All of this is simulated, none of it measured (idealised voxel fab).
Name of the process module below: voxel capacitor over wiring
230 nm wide, 5 nm square cells: that's cross-section cut.
A cross-section in this document is a grid of square cells, and it is written down as bands, the top band listed before the ones below it; a band is made up of one or more rows of cells. The entry gives the band's vertical extent as a top height and a bottom height in nm, then its horizontal make-up as materials from left to right, each with a width in nm. "air" stands for empty space; a single material marked "all across" fills the band edge to edge. The reference from which all heights are counted is 0, the level beneath which the as-received wafer is entirely one material; the lowest band, having no lower bound, proceeds downward and is written after the example "0 down". With a width like "30..40", each row of cells in the band differs from the next by the same amount, the top row carrying the first number and the bottom row the second. "no change occurred" for a step: no cell of the cross-section changed in that step. "Closed void roster" enumerates empty spaces isolated from the top, with no open way to it, that contain at least 8 cells, giving each as width x height at distance from the left edge, all three in nm. Whatever follows a step's settings on its line is a remark the simulator itself makes about that step. Among the settings permitted on a step's line is "overlay nm"; applied to a step with a mask, it specifies the extent to which the mask lay to the right of its planned position, whereas a negative figure signifies a position to the left.
## Steps planned for the process
step 1: RECEIVE, material Si
step 2: CONFORMAL_DEP, material SiO2, thk nm 10
step 3: CONFORMAL_DEP, material SiCN, thk nm 5
step 4: DIRECTIONAL_DEP, material SiO2, thk nm 20
step 5: DIRECTIONAL_DEP, material aC, thk nm 15
step 6: PATTERN, tone open, mask id METAL_1, material resist, width nm 30, pitch nm 95, thk nm 35, overlay nm 0
step 7: DIRECTIONAL_ETCH, etch materials aC, depth nm 15
step 8: STRIP, etch materials resist
step 9: DIRECTIONAL_ETCH, etch materials SiO2, depth nm 20
step 10: DIRECTIONAL_ETCH, etch materials SiCN, depth nm 5
step 11: STRIP, etch materials aC
step 12: CONFORMAL_DEP, material TiN, thk nm 5
step 13: FILL_DEP, material Ru, thk nm 5
step 14: CMP, height nm 35
step 15: CONFORMAL_DEP, material SiCN, thk nm 5
step 16: DIRECTIONAL_DEP, material lowk, thk nm 15
step 17: DIRECTIONAL_DEP, material aC, thk nm 10
step 18: PATTERN, tone open, mask id PLUG_1, material resist, width nm 15, thk nm 30, overlay nm 0
step 19: DIRECTIONAL_ETCH, etch materials aC, depth nm 10
step 20: STRIP, etch materials resist
step 21: DIRECTIONAL_ETCH, etch materials lowk, depth nm 15
step 22: DIRECTIONAL_ETCH, etch materials SiCN, depth nm 5
step 23: STRIP, etch materials aC
step 24: EPI, material Ru, thk nm 10
step 25: EPI, material Ru, thk nm 10
step 26: DIRECTIONAL_DEP, material TiN, thk nm 10
step 27: DIRECTIONAL_DEP, material SiN, thk nm 5
step 28: DIRECTIONAL_DEP, material TiN, thk nm 10
step 29: MASKED_ETCH, tone cover, mask id UPPER_PLATE, width nm 70, etch materials TiN, depth nm 10, overlay nm 0
step 30: MASKED_ETCH, tone cover, mask id UPPER_PLATE, width nm 70, etch materials SiN, depth nm 5, overlay nm 0
step 31: DIRECTIONAL_DEP, material aC, thk nm 10
step 32: PATTERN, tone cover, mask id LOWER_PLATE, material resist, width nm 80, thk nm 25, overlay nm 0
step 33: DIRECTIONAL_ETCH, etch materials aC, depth nm 10
step 34: STRIP, etch materials resist
step 35: DIRECTIONAL_ETCH, etch materials TiN, depth nm 10
step 36: STRIP, etch materials aC
step 37: FILL_DEP, material SiO2, thk nm 15
step 38: CMP, height nm 90
step 39: DIRECTIONAL_DEP, material aC, thk nm 15
step 40: PATTERN, tone open, mask id PLUG_2, material resist, width nm 15, thk nm 35, overlay nm 0
step 41: DIRECTIONAL_ETCH, etch materials aC, depth nm 15
step 42: STRIP, etch materials resist
step 43: DIRECTIONAL_ETCH, etch materials SiO2, depth nm 10
step 44: STRIP, etch materials aC
step 45: CONFORMAL_DEP, material TiN, thk nm 5
step 46: FILL_DEP, material W, thk nm 5
step 47: CMP, height nm 90
step 48: CONFORMAL_DEP, material SiN, thk nm 5
## Cross-section: wafer on arrival = after step 1
* 0 down | Si all across
* Closed void roster: none
## Wafer cross-section at module end: first of two, run to plan
* 95 to 90 | SiN all across
* 90 to 85 | 75 of SiO2, 5 of TiN, 5 of W, 5 of TiN, 140 of SiO2
* 85 to 80 | 75 of SiO2, 15 of TiN, 140 of SiO2
* 80 to 70 | 65 of SiO2, 70 of TiN, 95 of SiO2
* 70 to 65 | 65 of SiO2, 70 of SiN, 95 of SiO2
* 65 to 55 | 60 of SiO2, 80 of TiN, 90 of SiO2
* 55 to 40 | 65 of lowk, 15 of Ru, 150 of lowk
* 40 to 35 | 65 of SiCN, 15 of Ru, 150 of SiCN
* 35 to 15 | 50 of SiO2, 5 of TiN, 20 of Ru, 5 of TiN, 65 of SiO2, 5 of TiN, 20 of Ru, 5 of TiN, 55 of SiO2
* 15 to 10 | 50 of SiCN, 30 of TiN, 65 of SiCN, 30 of TiN, 55 of SiCN
* 10 to 0 | SiO2 all across
* 0 down | Si all across
* Closed void roster: none
## Wafer two cross-section, module end. Start and plan unchanged from wafer one; one mistake made during the run
* 95 to 90 | SiN all across
* 90 to 85 | 75 of SiO2, 5 of TiN, 5 of W, 5 of TiN, 140 of SiO2
* 85 to 80 | 75 of SiO2, 15 of TiN, 140 of SiO2
* 80 to 70 | 65 of SiO2, 70 of TiN, 95 of SiO2
* 70 to 65 | 65 of SiO2, 70 of SiN, 95 of SiO2
* 65 to 55 | 60 of SiO2, 80 of TiN, 90 of SiO2
* 55 to 40 | 60 of lowk, 15 of Ru, 155 of lowk
* 40 to 35 | 60 of SiCN, 15 of Ru, 155 of SiCN
* 35 to 15 | 50 of SiO2, 5 of TiN, 20 of Ru, 5 of TiN, 65 of SiO2, 5 of TiN, 20 of Ru, 5 of TiN, 55 of SiO2
* 15 to 10 | 50 of SiCN, 30 of TiN, 65 of SiCN, 30 of TiN, 55 of SiCN
* 10 to 0 | SiO2 all across
* 0 down | Si all across
* Closed void roster: none
The plan and the run diverged here: rather than as planned, step 18 actually ran as PATTERN, tone open, mask id PLUG_1, material resist, width nm 15, thk nm 30, overlay nm -5
By the end, you'd get the same cell count for each material on either wafer, but the second wafer puts them somewhere else.
